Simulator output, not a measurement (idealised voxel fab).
process module | voxel ribs on slabs
Cross-section cut spans 175 nm and uses square cells 5 nm in size.
If you're reading a cross-section in this doc, picture square cells in a grid; it comes to you as bands, top ones listed first down to the bottom, and a band can be one or more rows of cells.
Band entry format. Leading values: height of top, height of bottom, nm. Remainder: materials in left-to-right order, each with its width in nm. Special words: "throughout" on a single material, which then fills the band edge to edge; "empty", empty space.
Height 0 is the level under which the wafer as received is all one material. The lowest band goes on downwards, as in "top 0, no bottom".
Top row gets the first number, bottom row gets the second, and each row in between changes by the same step: that is how a band width like "30->40" works.
"no alteration" -> step changed no cross-section cell.
Enclosed voids (no open way to top), threshold 8 cells or more, entry "Enclosed empty spaces", notation width x height at distance, distance from left edge, nm.
Read whatever lies past the settings on a step's line as the simulator's own remark about the step.
overlay nm: how far to the right of its planned place the mask lay on this masked step (negative: to the left).

## Set out below are the planned steps of the process
1,RECEIVE | material Si
2,DIRECTIONAL_DEP | material SiO2 | thk nm 20
3,DIRECTIONAL_DEP | material polySi | thk nm 15
4,PATTERN | tone cover | mask id RIB | material resist | width nm 30 | thk nm 20 | overlay nm 0
5,DIRECTIONAL_ETCH | etch materials polySi | depth nm 5
6,STRIP | etch materials resist
7,PATTERN | tone cover | mask id SLAB | material resist | width nm 90 | thk nm 20 | overlay nm 0
8,DIRECTIONAL_ETCH | etch materials polySi | depth nm 10
9,STRIP | etch materials resist
10,FILL_DEP | material SiO2 | thk nm 30
11,CMP | height nm 55
12,DIRECTIONAL_DEP | material TiN | thk nm 10
13,PATTERN | tone cover | mask id HEATER | material resist | width nm 40 | thk nm 20 | overlay nm 0
14,DIRECTIONAL_ETCH | etch materials TiN | depth nm 10
15,STRIP | etch materials resist
16,CONFORMAL_DEP | material SiO2 | thk nm 10

## As-received state of the wafer in cross-section, equivalent to post-step 1
- top 0, no bottom  Si throughout
- Enclosed empty spaces: none

## Module complete, cross-section. Starting point and plan per above. One mistake made in running the module
- top 65, bottom 55  empty 65 nm, then TiN 40 nm, then empty 70 nm
- top 55, bottom 35  SiO2 throughout
- top 35, bottom 30  SiO2 70 nm, then polySi 30 nm, then SiO2 75 nm
- top 30, bottom 20  SiO2 40 nm, then polySi 90 nm, then SiO2 45 nm
- top 20, bottom 0  SiO2 throughout
- top 0, no bottom  Si throughout
- Enclosed empty spaces: none
Processing error: the run left out plan step 16 entirely, so it was never executed
